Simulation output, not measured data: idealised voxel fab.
This is a process module. Its name is voxel quadruple lines.
Each square cell in cross-section cut measures 5 nm, and the section as a whole is 170 nm wide.
Notation: cross-section as square-cell grid; stated in bands, top first, going down; one or more cell rows per band. First you get the band's top height and its bottom height, in nm, and then the materials it's made of, left to right, with each width in nm. If you see a single material with "full width", that one covers the band edge to edge. "empty" is empty space. Counting heights begins at 0, where everything beneath is, in the wafer as received, one material. The lowest band has no bottom; it goes on downwards, as "z 0 and below" shows. Quick explanation for "30..40": the width changes in equal steps down the rows of cells, from the first number in the band's top row to the second number in its bottom row. For the purposes of this document, the phrase "same as before" attached to a step denotes that no cell within the cross-section was modified by that step. Entry "Unvented internal voids" = empty spaces >= 8 cells with no open way to the top; each as width x height at distance, distance from left edge, all nm. The remark found on a step's line after its settings is issued by the simulator itself and pertains to that step. On any step carrying a mask, the "overlay nm" setting, if present on the step's line, tells how far right of its planned place the mask lay; negative values point to the left.
Process steps (planned):
1 RECEIVE,material Si
2 CONFORMAL_DEP,material SiO2,thk nm 10
3 DIRECTIONAL_DEP,material TiN,thk nm 15
4 DIRECTIONAL_DEP,material polySi,thk nm 20
5 DIRECTIONAL_DEP,material aC,thk nm 25
6 PATTERN,tone cover,mask id MANDREL,material resist,width nm 35,thk nm 35,overlay nm 0
7 DIRECTIONAL_ETCH,etch materials aC,depth nm 25
8 STRIP,etch materials resist
9 CONFORMAL_DEP,material SiO2,thk nm 15
10 DIRECTIONAL_ETCH,etch materials SiO2,depth nm 15
11 STRIP,etch materials aC
12 DIRECTIONAL_ETCH,etch materials polySi,depth nm 20
13 STRIP,etch materials SiO2
14 CONFORMAL_DEP,material SiCN,thk nm 10
15 DIRECTIONAL_ETCH,etch materials SiCN,depth nm 10
16 STRIP,etch materials polySi
17 DIRECTIONAL_ETCH,etch materials TiN,depth nm 15
18 STRIP,etch materials SiCN
19 FILL_DEP,material SiO2,thk nm 10
20 CMP,height nm 25
First of the two wafers, run per plan:
Cross-section of the wafer as it came to us, i.e., already through step 1:
z 0 and below  Si full width
Unvented internal voids: none
Step 2 complete: cross-section through the wafer:
z 10 to 0  SiO2 full width
Below 0, no change.
Step 3 complete: cross-section through the wafer:
z 25 to 10  TiN full width
Below 10, no change.
Step 4 complete: cross-section through the wafer:
z 45 to 25  polySi full width
Below 25, no change.
Step 5 complete: cross-section through the wafer:
z 70 to 45  aC full width
Below 45, no change.
Step 6 complete: cross-section through the wafer:
z 105 to 70  empty: 65  resist: 35  empty: 70
Below 70, no change.
Step 7 complete: cross-section through the wafer:
z 80 to 70  empty: 65  resist: 35  empty: 70
z 70 to 45  empty: 65  aC: 35  empty: 70
Below 45, no change.
Step 8 complete: cross-section through the wafer:
z 70 to 45  empty: 65  aC: 35  empty: 70
Below 45, no change.
Step 9 complete: cross-section through the wafer:
z 85 to 70  empty: 50  SiO2: 65  empty: 55
z 70 to 60  empty: 50  SiO2: 15  aC: 35  SiO2: 15  empty: 55
z 60 to 45  SiO2: 65  aC: 35  SiO2: 70
Below 45, no change.
Step 10 complete: cross-section through the wafer:
z 70 to 45  empty: 50  SiO2: 15  aC: 35  SiO2: 15  empty: 55
Below 45, no change.
Step 11 complete: cross-section through the wafer:
z 70 to 45  empty: 50  SiO2: 15  empty: 35  SiO2: 15  empty: 55
Below 45, no change.
Step 12 complete: cross-section through the wafer:
z 70 to 45  empty: 50  SiO2: 15  empty: 35  SiO2: 15  empty: 55
z 45 to 25  empty: 50  polySi: 15  empty: 35  polySi: 15  empty: 55
Below 25, no change.
Step 13 complete: cross-section through the wafer:
z 45 to 25  empty: 50  polySi: 15  empty: 35  polySi: 15  empty: 55
Below 25, no change.
Step 14 complete: cross-section through the wafer:
z 55 to 45  empty: 40  SiCN: 35  empty: 15  SiCN: 35  empty: 45
z 45 to 35  empty: 40  SiCN: 10  polySi: 15  SiCN: 10  empty: 15  SiCN: 10  polySi: 15  SiCN: 10  empty: 45
z 35 to 25  SiCN: 50  polySi: 15  SiCN: 35  polySi: 15  SiCN: 55
Below 25, no change.
Step 15 complete: cross-section through the wafer:
z 45 to 25  empty: 40  SiCN: 10  polySi: 15  SiCN: 10  empty: 15  SiCN: 10  polySi: 15  SiCN: 10  empty: 45
Below 25, no change.
Step 16 complete: cross-section through the wafer:
z 45 to 25  empty: 40  SiCN: 10  empty: 15  SiCN: 10  empty: 15  SiCN: 10  empty: 15  SiCN: 10  empty: 45
Below 25, no change.
Step 17 complete: cross-section through the wafer:
z 45 to 25  empty: 40  SiCN: 10  empty: 15  SiCN: 10  empty: 15  SiCN: 10  empty: 15  SiCN: 10  empty: 45
z 25 to 10  empty: 40  TiN: 10  empty: 15  TiN: 10  empty: 15  TiN: 10  empty: 15  TiN: 10  empty: 45
Below 10, no change.
Step 18 complete: cross-section through the wafer:
z 25 to 10  empty: 40  TiN: 10  empty: 15  TiN: 10  empty: 15  TiN: 10  empty: 15  TiN: 10  empty: 45
Below 10, no change.
Step 19 complete: cross-section through the wafer:
z 35 to 25  SiO2 full width
z 25 to 10  SiO2: 40  TiN: 10  SiO2: 15  TiN: 10  SiO2: 15  TiN: 10  SiO2: 15  TiN: 10  SiO2: 45
Below 10, no change.
Step 20 complete: cross-section through the wafer:
z 25 to 10  SiO2: 40  TiN: 10  SiO2: 15  TiN: 10  SiO2: 15  TiN: 10  SiO2: 15  TiN: 10  SiO2: 45
Below 10, no change.
Second wafer. Start and plan as for the first. One mistake made in running. Agrees with the first up to and including step 5:
Second wafer at the planned finish of step 6, seen in cross-section:
z 105 to 70  empty: 55  resist: 35  empty: 80
Below 70, no change.
Second wafer at the planned finish of step 7, seen in cross-section:
z 80 to 70  empty: 55  resist: 35  empty: 80
z 70 to 45  empty: 55  aC: 35  empty: 80
Below 45, no change.
Second wafer at the planned finish of step 8, seen in cross-section:
z 70 to 45  empty: 55  aC: 35  empty: 80
Below 45, no change.
Second wafer at the planned finish of step 9, seen in cross-section:
z 85 to 70  empty: 40  SiO2: 65  empty: 65
z 70 to 60  empty: 40  SiO2: 15  aC: 35  SiO2: 15  empty: 65
z 60 to 45  SiO2: 55  aC: 35  SiO2: 80
Below 45, no change.
Second wafer at the planned finish of step 10, seen in cross-section:
z 70 to 45  empty: 40  SiO2: 15  aC: 35  SiO2: 15  empty: 65
Below 45, no change.
Second wafer at the planned finish of step 11, seen in cross-section:
z 70 to 45  empty: 40  SiO2: 15  empty: 35  SiO2: 15  empty: 65
Below 45, no change.
Second wafer at the planned finish of step 12, seen in cross-section:
z 70 to 45  empty: 40  SiO2: 15  empty: 35  SiO2: 15  empty: 65
z 45 to 25  empty: 40  polySi: 15  empty: 35  polySi: 15  empty: 65
Below 25, no change.
Second wafer at the planned finish of step 13, seen in cross-section:
z 45 to 25  empty: 40  polySi: 15  empty: 35  polySi: 15  empty: 65
Below 25, no change.
Second wafer at the planned finish of step 14, seen in cross-section:
z 55 to 45  empty: 30  SiCN: 35  empty: 15  SiCN: 35  empty: 55
z 45 to 35  empty: 30  SiCN: 10  polySi: 15  SiCN: 10  empty: 15  SiCN: 10  polySi: 15  SiCN: 10  empty: 55
z 35 to 25  SiCN: 40  polySi: 15  SiCN: 35  polySi: 15  SiCN: 65
Below 25, no change.
Second wafer at the planned finish of step 15, seen in cross-section:
z 45 to 25  empty: 30  SiCN: 10  polySi: 15  SiCN: 10  empty: 15  SiCN: 10  polySi: 15  SiCN: 10  empty: 55
Below 25, no change.
Second wafer at the planned finish of step 16, seen in cross-section:
z 45 to 25  empty: 30  SiCN: 10  empty: 15  SiCN: 10  empty: 15  SiCN: 10  empty: 15  SiCN: 10  empty: 55
Below 25, no change.
Second wafer at the planned finish of step 17, seen in cross-section:
z 45 to 25  empty: 30  SiCN: 10  empty: 15  SiCN: 10  empty: 15  SiCN: 10  empty: 15  SiCN: 10  empty: 55
z 25 to 10  empty: 30  TiN: 10  empty: 15  TiN: 10  empty: 15  TiN: 10  empty: 15  TiN: 10  empty: 55
Below 10, no change.
Second wafer at the planned finish of step 18, seen in cross-section:
z 25 to 10  empty: 30  TiN: 10  empty: 15  TiN: 10  empty: 15  TiN: 10  empty: 15  TiN: 10  empty: 55
Below 10, no change.
Second wafer at the planned finish of step 19, seen in cross-section:
z 35 to 25  SiO2 full width
z 25 to 10  SiO2: 30  TiN: 10  SiO2: 15  TiN: 10  SiO2: 15  TiN: 10  SiO2: 15  TiN: 10  SiO2: 55
Below 10, no change.
Second wafer at the planned finish of step 20, seen in cross-section:
z 25 to 10  SiO2: 30  TiN: 10  SiO2: 15  TiN: 10  SiO2: 15  TiN: 10  SiO2: 15  TiN: 10  SiO2: 55
Below 10, no change.
What went wrong in running the wafer? in deviation from the planned setting, step 6 was conducted as PATTERN,tone cover,mask id MANDREL,material resist,width nm 35,thk nm 35,overlay nm -10
Cell counts per material: same on both final wafers. Positions: different.
